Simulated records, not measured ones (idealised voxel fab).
process module | voxel tone inversion
cross-section cut | 260 nm wide | cells 5 nm
A cross-section is a grid of square cells, given in bands from the top down. A band is one or more rows of cells.
Each band's line starts with the height of the band's top and of its bottom, in nm. Then come its materials from left to right, each with its width in nm. One material with "throughout" fills the band from edge to edge. "air" is empty space.
Height 0 is the level under which the wafer as received is all one material. The lowest band goes on downwards, as in "0 down".
A width such as "30 to 40" changes by the same amount from each row of cells to the next, from the band's top row to its bottom row.
"no change" after a step means that no cell of the cross-section changed.
closed voids: empty space of 8 cells or more with no open way to the top, each as width x height at its distance from the left edge, in nm
after a step's settings: what the simulator itself notes on the step
overlay nm, on a step with a mask: how far to the right of its planned place the mask lay; to the left if negative
Each pair below shows a cross-section before one step and the cross-section after it, down to the lowest band that changed. The line under each pair gives the step between them, with its settings. The pairs can come from different runs of this module on the same starting wafer, so a pair continues from the pair above only where its "before" says so.
before
  0 down: Si throughout
  closed voids: none
after
  5 to 0: SiCN throughout
  below 0: unchanged
  closed voids: none
the step between: op CONFORMAL_DEP | material SiCN | thk nm 5
before: the cross-section after the pair above
after
  30 to 5: aC throughout
  below 5: unchanged
  closed voids: none
the step between: op DIRECTIONAL_DEP | material aC | thk nm 25
before: the cross-section after the pair above
after
  60 to 30: air 75 | resist 15 | air 30 | resist 15 | air 30 | resist 15 | air 80
  below 30: unchanged
  closed voids: none
the step between: op PATTERN | tone cover | mask id POSTS | material resist | width nm 15 | pitch nm 45 | thk nm 30 | overlay nm 0
before: the cross-section after the pair above
after
  35 to 30: air 75 | resist 15 | air 30 | resist 15 | air 30 | resist 15 | air 80
  30 to 5: air 75 | aC 15 | air 30 | aC 15 | air 30 | aC 15 | air 80
  below 5: unchanged
  closed voids: none
the step between: op DIRECTIONAL_ETCH | etch materials aC | depth nm 25
before: the cross-section after the pair above
after
  30 to 5: air 75 | aC 15 | air 30 | aC 15 | air 30 | aC 15 | air 80
  below 5: unchanged
  closed voids: none
the step between: op STRIP | etch materials resist
before: the cross-section after the pair above
after
  40 to 30: SiO2 throughout
  30 to 5: SiO2 75 | aC 15 | SiO2 30 | aC 15 | SiO2 30 | aC 15 | SiO2 80
  below 5: unchanged
  closed voids: none
the step between: op FILL_DEP | material SiO2 | thk nm 10
before: the cross-section after the pair above
after
  30 to 5: SiO2 75 | aC 15 | SiO2 30 | aC 15 | SiO2 30 | aC 15 | SiO2 80
  below 5: unchanged
  closed voids: none
the step between: op CMP | height nm 30
before: the cross-section after the pair above
after
  30 to 5: SiO2 75 | air 15 | SiO2 30 | air 15 | SiO2 30 | air 15 | SiO2 80
  below 5: unchanged
  closed voids: none
the step between: op STRIP | etch materials aC
before: the cross-section after the pair above
after
  35 to 30: TiN 80 | air 5 | TiN 40 | air 5 | TiN 40 | air 5 | TiN 85
  30 to 10: SiO2 75 | TiN 5 | air 5 | TiN 5 | SiO2 30 | TiN 5 | air 5 | TiN 5 | SiO2 30 | TiN 5 | air 5 | TiN 5 | SiO2 80
  10 to 5: SiO2 75 | TiN 15 | SiO2 30 | TiN 15 | SiO2 30 | TiN 15 | SiO2 80
  below 5: unchanged
  closed voids: none
the step between: op CONFORMAL_DEP | material TiN | thk nm 5
before: the cross-section after the pair above
after
  45 to 35: Ru throughout
  35 to 30: TiN 80 | Ru 5 | TiN 40 | Ru 5 | TiN 40 | Ru 5 | TiN 85
  30 to 10: SiO2 75 | TiN 5 | Ru 5 | TiN 5 | SiO2 30 | TiN 5 | Ru 5 | TiN 5 | SiO2 30 | TiN 5 | Ru 5 | TiN 5 | SiO2 80
  below 10: unchanged
  closed voids: none
the step between: op FILL_DEP | material Ru | thk nm 10
before: the cross-section after the pair above
after
  30 to 10: SiO2 75 | TiN 5 | Ru 5 | TiN 5 | SiO2 30 | TiN 5 | Ru 5 | TiN 5 | SiO2 30 | TiN 5 | Ru 5 | TiN 5 | SiO2 80
  below 10: unchanged
  closed voids: none
the step between: op CMP | height nm 30
before: the cross-section after the pair above
after
  35 to 30: SiCN throughout
  below 30: unchanged
  closed voids: none
the step between: op CONFORMAL_DEP | material SiCN | thk nm 5
before
  0 down: Si throughout
  closed voids: none
after
  25 to 0: aC throughout
  below 0: unchanged
  closed voids: none
the step between: op DIRECTIONAL_DEP | material aC | thk nm 25
before: the cross-section after the pair above
after
  55 to 25: air 75 | resist 15 | air 30 | resist 15 | air 30 | resist 15 | air 80
  below 25: unchanged
  closed voids: none
the step between: op PATTERN | tone cover | mask id POSTS | material resist | width nm 15 | pitch nm 45 | thk nm 30 | overlay nm 0
before: the cross-section after the pair above
after
  30 to 25: air 75 | resist 15 | air 30 | resist 15 | air 30 | resist 15 | air 80
  25 to 0: air 75 | aC 15 | air 30 | aC 15 | air 30 | aC 15 | air 80
  below 0: unchanged
  closed voids: none
the step between: op DIRECTIONAL_ETCH | etch materials aC | depth nm 25
before: the cross-section after the pair above
after
  25 to 0: air 75 | aC 15 | air 30 | aC 15 | air 30 | aC 15 | air 80
  below 0: unchanged
  closed voids: none
the step between: op STRIP | etch materials resist
before: the cross-section after the pair above
after
  35 to 25: SiO2 throughout
  25 to 0: SiO2 75 | aC 15 | SiO2 30 | aC 15 | SiO2 30 | aC 15 | SiO2 80
  below 0: unchanged
  closed voids: none
the step between: op FILL_DEP | material SiO2 | thk nm 10
before: the cross-section after the pair above
after
  30 to 25: SiO2 throughout
  below 25: unchanged
  closed voids: none
the step between: op CMP | height nm 30
before: the cross-section after the pair above
after
  35 to 30: TiN throughout
  below 30: unchanged
  closed voids: none
the step between: op CONFORMAL_DEP | material TiN | thk nm 5
before: the cross-section after the pair above
after
  45 to 35: Ru throughout
  below 35: unchanged
  closed voids: none
the step between: op FILL_DEP | material Ru | thk nm 10
before: the cross-section after the pair above
after
  30 to 25: SiO2 throughout
  below 25: unchanged
  closed voids: none
the step between: op CMP | height nm 30
before: the cross-section after the pair above
after
  35 to 30: SiCN throughout
  below 30: unchanged
  closed voids: none
the step between: op CONFORMAL_DEP | material SiCN | thk nm 5
before
  25 to 0: aC throughout
  0 down: Si throughout
  closed voids: none
after
  30 to 25: SiCN throughout
  below 25: unchanged
  closed voids: none
the step between: op CONFORMAL_DEP | material SiCN | thk nm 5
before: the cross-section after the pair above
after
  60 to 30: air 75 | resist 15 | air 30 | resist 15 | air 30 | resist 15 | air 80
  below 30: unchanged
  closed voids: none
the step between: op PATTERN | tone cover | mask id POSTS | material resist | width nm 15 | pitch nm 45 | thk nm 30 | overlay nm 0
before: the cross-section after the pair above
after
  35 to 30: air 75 | resist 15 | air 30 | resist 15 | air 30 | resist 15 | air 80
  below 30: unchanged
  closed voids: none
the step between: op DIRECTIONAL_ETCH | etch materials aC | depth nm 25
before: the cross-section after the pair above
after
  30 to 25: SiCN throughout
  below 25: unchanged
  closed voids: none
the step between: op STRIP | etch materials resist
before: the cross-section after the pair above
after
  40 to 30: SiO2 throughout
  below 30: unchanged
  closed voids: none
the step between: op FILL_DEP | material SiO2 | thk nm 10
before: the cross-section after the pair above
after
  30 to 25: SiCN throughout
  below 25: unchanged
  closed voids: none
the step between: op CMP | height nm 30
before: the cross-section after the pair above
after
  35 to 30: TiN throughout
  below 30: unchanged
  closed voids: none
the step between: op CONFORMAL_DEP | material TiN | thk nm 5
before: the cross-section after the pair above
after
  45 to 35: Ru throughout
  below 35: unchanged
  closed voids: none
the step between: op FILL_DEP | material Ru | thk nm 10
before: the cross-section after the pair above
after
  30 to 25: SiCN throughout
  below 25: unchanged
  closed voids: none
the step between: op CMP | height nm 30
before: the cross-section after the pair above
after
  35 to 25: SiCN throughout
  below 25: unchanged
  closed voids: none
the step between: op CONFORMAL_DEP | material SiCN | thk nm 5
before
  45 to 35: Ru throughout
  35 to 30: TiN 80 | Ru 5 | TiN 40 | Ru 5 | TiN 40 | Ru 5 | TiN 85
  30 to 10: SiO2 75 | TiN 5 | Ru 5 | TiN 5 | SiO2 30 | TiN 5 | Ru 5 | TiN 5 | SiO2 30 | TiN 5 | Ru 5 | TiN 5 | SiO2 80
  10 to 5: SiO2 75 | TiN 15 | SiO2 30 | TiN 15 | SiO2 30 | TiN 15 | SiO2 80
  5 to 0: SiCN throughout
  0 down: Si throughout
  closed voids: none
after
  20 to 10: SiO2 75 | TiN 5 | Ru 5 | TiN 5 | SiO2 30 | TiN 5 | Ru 5 | TiN 5 | SiO2 30 | TiN 5 | Ru 5 | TiN 5 | SiO2 80
  below 10: unchanged
  closed voids: none
the step between: op CMP | height nm 20
before: the cross-section after the pair above
after
  25 to 20: SiCN throughout
  below 20: unchanged
  closed voids: none
the step between: op CONFORMAL_DEP | material SiCN | thk nm 5
before
  30 to 5: aC throughout
  5 to 0: SiCN throughout
  0 down: Si throughout
  closed voids: none
after
  60 to 30: air 75 | resist 20 | air 25 | resist 20 | air 25 | resist 20 | air 75
  below 30: unchanged
  closed voids: none
the step between: op PATTERN | tone cover | mask id POSTS | material resist | width nm 20 | pitch nm 45 | thk nm 30 | overlay nm 0
before: the cross-section after the pair above
after
  35 to 30: air 75 | resist 20 | air 25 | resist 20 | air 25 | resist 20 | air 75
  30 to 5: air 75 | aC 20 | air 25 | aC 20 | air 25 | aC 20 | air 75
  below 5: unchanged
  closed voids: none
the step between: op DIRECTIONAL_ETCH | etch materials aC | depth nm 25
before: the cross-section after the pair above
after
  30 to 5: air 75 | aC 20 | air 25 | aC 20 | air 25 | aC 20 | air 75
  below 5: unchanged
  closed voids: none
the step between: op STRIP | etch materials resist
before: the cross-section after the pair above
after
  40 to 30: SiO2 throughout
  30 to 5: SiO2 75 | aC 20 | SiO2 25 | aC 20 | SiO2 25 | aC 20 | SiO2 75
  below 5: unchanged
  closed voids: none
the step between: op FILL_DEP | material SiO2 | thk nm 10
before: the cross-section after the pair above
after
  30 to 5: SiO2 75 | aC 20 | SiO2 25 | aC 20 | SiO2 25 | aC 20 | SiO2 75
  below 5: unchanged
  closed voids: none
the step between: op CMP | height nm 30
before: the cross-section after the pair above
after
  30 to 5: SiO2 75 | air 20 | SiO2 25 | air 20 | SiO2 25 | air 20 | SiO2 75
  below 5: unchanged
  closed voids: none
the step between: op STRIP | etch materials aC
before: the cross-section after the pair above
after
  35 to 30: TiN 80 | air 10 | TiN 35 | air 10 | TiN 35 | air 10 | TiN 80
  30 to 10: SiO2 75 | TiN 5 | air 10 | TiN 5 | SiO2 25 | TiN 5 | air 10 | TiN 5 | SiO2 25 | TiN 5 | air 10 | TiN 5 | SiO2 75
  10 to 5: SiO2 75 | TiN 20 | SiO2 25 | TiN 20 | SiO2 25 | TiN 20 | SiO2 75
  below 5: unchanged
  closed voids: none
the step between: op CONFORMAL_DEP | material TiN | thk nm 5
before: the cross-section after the pair above
after
  45 to 35: Ru throughout
  35 to 30: TiN 80 | Ru 10 | TiN 35 | Ru 10 | TiN 35 | Ru 10 | TiN 80
  30 to 10: SiO2 75 | TiN 5 | Ru 10 | TiN 5 | SiO2 25 | TiN 5 | Ru 10 | TiN 5 | SiO2 25 | TiN 5 | Ru 10 | TiN 5 | SiO2 75
  below 10: unchanged
  closed voids: none
the step between: op FILL_DEP | material Ru | thk nm 10
before: the cross-section after the pair above
after
  30 to 10: SiO2 75 | TiN 5 | Ru 10 | TiN 5 | SiO2 25 | TiN 5 | Ru 10 | TiN 5 | SiO2 25 | TiN 5 | Ru 10 | TiN 5 | SiO2 75
  below 10: unchanged
  closed voids: none
the step between: op CMP | height nm 30
before: the cross-section after the pair above
after
  35 to 30: SiCN throughout
  below 30: unchanged
  closed voids: none
the step between: op CONFORMAL_DEP | material SiCN | thk nm 5
before
  30 to 5: aC throughout
  5 to 0: SiCN throughout
  0 down: Si throughout
  closed voids: none
after
  60 to 30: air 80 | resist 15 | air 30 | resist 15 | air 30 | resist 15 | air 75
  below 30: unchanged
  closed voids: none
the step between: op PATTERN | tone cover | mask id POSTS | material resist | width nm 15 | pitch nm 45 | thk nm 30 | overlay nm 5
before: the cross-section after the pair above
after
  35 to 30: air 80 | resist 15 | air 30 | resist 15 | air 30 | resist 15 | air 75
  30 to 5: air 80 | aC 15 | air 30 | aC 15 | air 30 | aC 15 | air 75
  below 5: unchanged
  closed voids: none
the step between: op DIRECTIONAL_ETCH | etch materials aC | depth nm 25
before: the cross-section after the pair above
after
  30 to 5: air 80 | aC 15 | air 30 | aC 15 | air 30 | aC 15 | air 75
  below 5: unchanged
  closed voids: none
the step between: op STRIP | etch materials resist
before: the cross-section after the pair above
after
  40 to 30: SiO2 throughout
  30 to 5: SiO2 80 | aC 15 | SiO2 30 | aC 15 | SiO2 30 | aC 15 | SiO2 75
  below 5: unchanged
  closed voids: none
the step between: op FILL_DEP | material SiO2 | thk nm 10
before: the cross-section after the pair above
after
  30 to 5: SiO2 80 | aC 15 | SiO2 30 | aC 15 | SiO2 30 | aC 15 | SiO2 75
  below 5: unchanged
  closed voids: none
the step between: op CMP | height nm 30
before: the cross-section after the pair above
after
  30 to 5: SiO2 80 | air 15 | SiO2 30 | air 15 | SiO2 30 | air 15 | SiO2 75
  below 5: unchanged
  closed voids: none
the step between: op STRIP | etch materials aC
before: the cross-section after the pair above
after
  35 to 30: TiN 85 | air 5 | TiN 40 | air 5 | TiN 40 | air 5 | TiN 80
  30 to 10: SiO2 80 | TiN 5 | air 5 | TiN 5 | SiO2 30 | TiN 5 | air 5 | TiN 5 | SiO2 30 | TiN 5 | air 5 | TiN 5 | SiO2 75
  10 to 5: SiO2 80 | TiN 15 | SiO2 30 | TiN 15 | SiO2 30 | TiN 15 | SiO2 75
  below 5: unchanged
  closed voids: none
the step between: op CONFORMAL_DEP | material TiN | thk nm 5
before: the cross-section after the pair above
after
  45 to 35: Ru throughout
  35 to 30: TiN 85 | Ru 5 | TiN 40 | Ru 5 | TiN 40 | Ru 5 | TiN 80
  30 to 10: SiO2 80 | TiN 5 | Ru 5 | TiN 5 | SiO2 30 | TiN 5 | Ru 5 | TiN 5 | SiO2 30 | TiN 5 | Ru 5 | TiN 5 | SiO2 75
  below 10: unchanged
  closed voids: none
the step between: op FILL_DEP | material Ru | thk nm 10
before: the cross-section after the pair above
after
  30 to 10: SiO2 80 | TiN 5 | Ru 5 | TiN 5 | SiO2 30 | TiN 5 | Ru 5 | TiN 5 | SiO2 30 | TiN 5 | Ru 5 | TiN 5 | SiO2 75
  below 10: unchanged
  closed voids: none
the step between: op CMP | height nm 30
before: the cross-section after the pair above
after
  35 to 30: SiCN throughout
  below 30: unchanged
  closed voids: none
the step between: op CONFORMAL_DEP | material SiCN | thk nm 5
before
  0 down: Si throughout
  closed voids: none
after
  5 to 0: Ru throughout
  below 0: unchanged
  closed voids: none
the step between: op CONFORMAL_DEP | material Ru | thk nm 5
before: the cross-section after the pair above
after
  30 to 5: aC throughout
  below 5: unchanged
  closed voids: none
the step between: op DIRECTIONAL_DEP | material aC | thk nm 25
before: the cross-section after the pair above
after
  60 to 30: air 75 | resist 15 | air 30 | resist 15 | air 30 | resist 15 | air 80
  below 30: unchanged
  closed voids: none
the step between: op PATTERN | tone cover | mask id POSTS | material resist | width nm 15 | pitch nm 45 | thk nm 30 | overlay nm 0
before: the cross-section after the pair above
after
  35 to 30: air 75 | resist 15 | air 30 | resist 15 | air 30 | resist 15 | air 80
  30 to 5: air 75 | aC 15 | air 30 | aC 15 | air 30 | aC 15 | air 80
  below 5: unchanged
  closed voids: none
the step between: op DIRECTIONAL_ETCH | etch materials aC | depth nm 25
before: the cross-section after the pair above
after
  30 to 5: air 75 | aC 15 | air 30 | aC 15 | air 30 | aC 15 | air 80
  below 5: unchanged
  closed voids: none
the step between: op STRIP | etch materials resist
before: the cross-section after the pair above
after
  40 to 30: SiO2 throughout
  30 to 5: SiO2 75 | aC 15 | SiO2 30 | aC 15 | SiO2 30 | aC 15 | SiO2 80
  below 5: unchanged
  closed voids: none
the step between: op FILL_DEP | material SiO2 | thk nm 10
before: the cross-section after the pair above
after
  30 to 5: SiO2 75 | aC 15 | SiO2 30 | aC 15 | SiO2 30 | aC 15 | SiO2 80
  below 5: unchanged
  closed voids: none
the step between: op CMP | height nm 30
before: the cross-section after the pair above
after
  30 to 5: SiO2 75 | air 15 | SiO2 30 | air 15 | SiO2 30 | air 15 | SiO2 80
  below 5: unchanged
  closed voids: none
the step between: op STRIP | etch materials aC
before: the cross-section after the pair above
after
  35 to 30: TiN 80 | air 5 | TiN 40 | air 5 | TiN 40 | air 5 | TiN 85
  30 to 10: SiO2 75 | TiN 5 | air 5 | TiN 5 | SiO2 30 | TiN 5 | air 5 | TiN 5 | SiO2 30 | TiN 5 | air 5 | TiN 5 | SiO2 80
  10 to 5: SiO2 75 | TiN 15 | SiO2 30 | TiN 15 | SiO2 30 | TiN 15 | SiO2 80
  below 5: unchanged
  closed voids: none
the step between: op CONFORMAL_DEP | material TiN | thk nm 5
before: the cross-section after the pair above
after
  45 to 35: Ru throughout
  35 to 30: TiN 80 | Ru 5 | TiN 40 | Ru 5 | TiN 40 | Ru 5 | TiN 85
  30 to 10: SiO2 75 | TiN 5 | Ru 5 | TiN 5 | SiO2 30 | TiN 5 | Ru 5 | TiN 5 | SiO2 30 | TiN 5 | Ru 5 | TiN 5 | SiO2 80
  below 10: unchanged
  closed voids: none
the step between: op FILL_DEP | material Ru | thk nm 10
before: the cross-section after the pair above
after
  30 to 10: SiO2 75 | TiN 5 | Ru 5 | TiN 5 | SiO2 30 | TiN 5 | Ru 5 | TiN 5 | SiO2 30 | TiN 5 | Ru 5 | TiN 5 | SiO2 80
  below 10: unchanged
  closed voids: none
the step between: op CMP | height nm 30
before: the cross-section after the pair above
after
  35 to 30: SiCN throughout
  below 30: unchanged
  closed voids: none
the step between: op CONFORMAL_DEP | material SiCN | thk nm 5
before
  30 to 5: aC throughout
  5 to 0: SiCN throughout
  0 down: Si throughout
  closed voids: none
after
  60 to 30: resist 75 | air 15 | resist 30 | air 15 | resist 30 | air 15 | resist 80
  below 30: unchanged
  closed voids: none
the step between: op PATTERN | tone open | mask id POSTS | material resist | width nm 15 | pitch nm 45 | thk nm 30 | overlay nm 0
before: the cross-section after the pair above
after
  35 to 30: resist 75 | air 15 | resist 30 | air 15 | resist 30 | air 15 | resist 80
  30 to 5: aC 75 | air 15 | aC 30 | air 15 | aC 30 | air 15 | aC 80
  below 5: unchanged
  closed voids: none
the step between: op DIRECTIONAL_ETCH | etch materials aC | depth nm 25
before: the cross-section after the pair above
after
  30 to 5: aC 75 | air 15 | aC 30 | air 15 | aC 30 | air 15 | aC 80
  below 5: unchanged
  closed voids: none
the step between: op STRIP | etch materials resist
before: the cross-section after the pair above
after
  40 to 30: SiO2 throughout
  30 to 5: aC 75 | SiO2 15 | aC 30 | SiO2 15 | aC 30 | SiO2 15 | aC 80
  below 5: unchanged
  closed voids: none
the step between: op FILL_DEP | material SiO2 | thk nm 10
before: the cross-section after the pair above
after
  30 to 5: aC 75 | SiO2 15 | aC 30 | SiO2 15 | aC 30 | SiO2 15 | aC 80
  below 5: unchanged
  closed voids: none
the step between: op CMP | height nm 30
before: the cross-section after the pair above
after
  30 to 5: air 75 | SiO2 15 | air 30 | SiO2 15 | air 30 | SiO2 15 | air 80
  below 5: unchanged
  closed voids: none
the step between: op STRIP | etch materials aC
before: the cross-section after the pair above
after
  35 to 30: air 70 | TiN 25 | air 20 | TiN 25 | air 20 | TiN 25 | air 75
  30 to 10: air 70 | TiN 5 | SiO2 15 | TiN 5 | air 20 | TiN 5 | SiO2 15 | TiN 5 | air 20 | TiN 5 | SiO2 15 | TiN 5 | air 75
  10 to 5: TiN 75 | SiO2 15 | TiN 30 | SiO2 15 | TiN 30 | SiO2 15 | TiN 80
  below 5: unchanged
  closed voids: none
the step between: op CONFORMAL_DEP | material TiN | thk nm 5
before: the cross-section after the pair above
after
  45 to 35: Ru throughout
  35 to 30: Ru 70 | TiN 25 | Ru 20 | TiN 25 | Ru 20 | TiN 25 | Ru 75
  30 to 10: Ru 70 | TiN 5 | SiO2 15 | TiN 5 | Ru 20 | TiN 5 | SiO2 15 | TiN 5 | Ru 20 | TiN 5 | SiO2 15 | TiN 5 | Ru 75
  below 10: unchanged
  closed voids: none
the step between: op FILL_DEP | material Ru | thk nm 10
before: the cross-section after the pair above
after
  30 to 10: Ru 70 | TiN 5 | SiO2 15 | TiN 5 | Ru 20 | TiN 5 | SiO2 15 | TiN 5 | Ru 20 | TiN 5 | SiO2 15 | TiN 5 | Ru 75
  below 10: unchanged
  closed voids: none
the step between: op CMP | height nm 30
before: the cross-section after the pair above
after
  35 to 30: SiCN throughout
  below 30: unchanged
  closed voids: none
the step between: op CONFORMAL_DEP | material SiCN | thk nm 5
